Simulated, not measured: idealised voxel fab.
This is a process module. Its name is voxel spacer lines.
This is section cut - it's 205 nm across, gridded in 5 nm square cells.
In this document a cross-section is written as a grid of square cells. It is given as a series of bands, listed from the top down, and a band is one or more rows of cells. What a band's entry tells you: where the top is and where the bottom is, as heights in nm, and after that what lies inside, material by material from left to right, each with its width in nm. Empty space is written as the word "blank", and a single material marked with the word "full width" occupies the band from edge to edge. Heights are reckoned from 0. Under this level, the received wafer is all of one material. The bottommost band is open-ended downward, for example "0 -> down". Read "30 to 40" as a graded width: first number on top, second number at the bottom, same change between each pair of neighbouring rows. Any step labelled "no alterations made" changed none of the cells in the cross-section. The list in "Trapped voids" covers empty spaces of 8 cells or more that cannot reach the top through any open way, and it gives each as width x height at distance; the distance is from the left edge, and width, height and distance are in nm. Read whatever lies past the settings on a step's line as the simulator's own remark about the step. If you see "overlay nm" on a step's line and that step has a mask, it's telling you how far right of where it was planned the mask ended up; a negative number means it went left instead.
So here's the lineup of process steps we planned:
1) RECEIVE, material Si
2) CONFORMAL_DEP, material Al2O3, thk nm 10
3) DIRECTIONAL_DEP, material polySi, thk nm 20
4) DIRECTIONAL_DEP, material aC, thk nm 25
5) PATTERN, tone cover, mask id MANDREL, material resist, width nm 15, pitch nm 60, thk nm 35, overlay nm 0
6) DIRECTIONAL_ETCH, etch materials aC, depth nm 25
7) STRIP, etch materials resist
8) CONFORMAL_DEP, material SiN, thk nm 15
9) DIRECTIONAL_ETCH, etch materials SiN, depth nm 15
10) STRIP, etch materials aC
11) DIRECTIONAL_ETCH, etch materials polySi, depth nm 20
12) STRIP, etch materials SiN
13) FILL_DEP, material SiO2, thk nm 10
14) CMP, height nm 30
Incoming wafer in cross-section (state: after step 1):
    0 -> down  Si full width
    Trapped voids: none
The first of two wafers, cross-sectioned at the end of the module, with the run proceeding as planned:
    30 -> 10  SiO2=50 | polySi=15 | SiO2=15 | polySi=15 | SiO2=15 | polySi=15 | SiO2=15 | polySi=15 | SiO2=50
    10 -> 0  Al2O3 full width
    0 -> down  Si full width
    Trapped voids: none
Cross-section, second wafer: same start as the first, same plan as the first, one mistake in running it; taken at the end of the module:
    30 -> 10  SiO2=60 | polySi=5 | SiO2=15 | polySi=5 | SiO2=35 | polySi=5 | SiO2=15 | polySi=5 | SiO2=60
    10 -> 0  Al2O3 full width
    0 -> down  Si full width
    Trapped voids: none
Here's what went sideways: step 8: run off-plan, actual operation and settings CONFORMAL_DEP, material SiN, thk nm 5
Once processing is complete, comparing cell counts shows that the second wafer has more or fewer of certain materials than the first: 32 more of SiO2 | 32 fewer of polySi
